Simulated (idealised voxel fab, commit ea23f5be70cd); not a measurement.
process module | voxel self aligned contacts
cross-section cut | 190 nm wide | cells 5 nm
A cross-section is a grid of square cells, given in bands from the top down. A band is one or more rows of cells.
Each band's line starts with the height of the band's top and of its bottom, in nm. Then come its materials from left to right, each with its width in nm. One material with "throughout" fills the band from edge to edge. "air" is empty space.
Height 0 is the level under which the wafer as received is all one material. The lowest band goes on downwards, as in "0 down".
A width such as "30 to 40" changes by the same amount from each row of cells to the next, from the band's top row to its bottom row.
"no change" after a step means that no cell of the cross-section changed.
closed voids: empty space of 8 cells or more with no open way to the top, each as width x height at its distance from the left edge, in nm
after a step's settings: what the simulator itself notes on the step
overlay nm, on a step with a mask: how far to the right of its planned place the mask lay; to the left if negative
plan
1 op RECEIVE | material Si
2 op OXIDIZE | depth nm 5
3 op DIRECTIONAL_DEP | material polySi | thk nm 25
4 op DIRECTIONAL_DEP | material SiN | thk nm 25
5 op PATTERN | tone cover | mask id GATE | material resist | width nm 25 | pitch nm 80 | thk nm 20 | overlay nm 0
6 op DIRECTIONAL_ETCH | etch materials SiN | depth nm 25
7 op DIRECTIONAL_ETCH | etch materials polySi | depth nm 25
8 op STRIP | etch materials resist
9 op CONFORMAL_DEP | material SiN | thk nm 10
10 op DIRECTIONAL_ETCH | etch materials SiN | depth nm 10
11 op FILL_DEP | material SiO2 | thk nm 10
12 op CMP | height nm 55
13 op DIRECTIONAL_DEP | material aC | thk nm 15
14 op PATTERN | tone open | mask id CONTACT | material resist | width nm 55 | thk nm 35 | overlay nm 0
15 op DIRECTIONAL_ETCH | etch materials aC | depth nm 15
16 op STRIP | etch materials resist
17 op DIRECTIONAL_ETCH | etch materials SiO2 | depth nm 60
18 op STRIP | etch materials aC
19 op CONFORMAL_DEP | material TiN | thk nm 5
20 op FILL_DEP | material Ru | thk nm 5
21 op CMP | height nm 55
22 op CONFORMAL_DEP | material SiN | thk nm 5
varied across the wafers: width nm of step 5. The plan shows the first wafer's value. All wafers start alike
first wafer as received, after step 1
  0 down: Si throughout
  closed voids: none
first wafer at the end, after step 22
  60 to 55: SiN throughout
  55 to 50: SiO2 65 | TiN 15 | Ru 25 | TiN 15 | SiO2 70
  50 to 25: SiO2 30 | SiN 45 | TiN 5 | Ru 25 | TiN 5 | SiN 45 | SiO2 35
  25 to 0: SiO2 30 | SiN 10 | polySi 25 | SiN 10 | TiN 5 | Ru 25 | TiN 5 | SiN 10 | polySi 25 | SiN 10 | SiO2 35
  0 to -5: SiO2 75 | TiN 35 | SiO2 80
  -5 down: Si throughout
  closed voids: none
last wafer at the end
  60 to 55: SiN throughout
  55 to 50: SiO2 65 | TiN 55 | SiO2 70
  50 to 25: SiO2 20 | SiN 70 | TiN 10 | SiN 70 | SiO2 20
  25 to 0: SiO2 20 | SiN 10 | polySi 50 | SiN 10 | TiN 10 | SiN 10 | polySi 50 | SiN 10 | SiO2 20
  0 to -5: SiO2 90 | TiN 10 | SiO2 90
  -5 down: Si throughout
  closed voids: none
each wafer at the end: cells of each material gained (+) or lost (-) since it was received, then its closed voids
width nm 25 | +55 Ru | -38 Si | +168 SiN | +188 SiO2 | +33 TiN | +50 polySi | closed voids: none
width nm 30 | +44 Ru | -38 Si | +178 SiN | +179 SiO2 | +33 TiN | +60 polySi | closed voids: none
width nm 35 | +33 Ru | -38 Si | +188 SiN | +170 SiO2 | +33 TiN | +70 polySi | closed voids: none
width nm 40 | +22 Ru | -38 Si | +198 SiN | +161 SiO2 | +33 TiN | +80 polySi | closed voids: none
width nm 45 | +11 Ru | -38 Si | +208 SiN | +152 SiO2 | +33 TiN | +90 polySi | closed voids: none
width nm 50 | -38 Si | +218 SiN | +143 SiO2 | +33 TiN | +100 polySi | closed voids: none
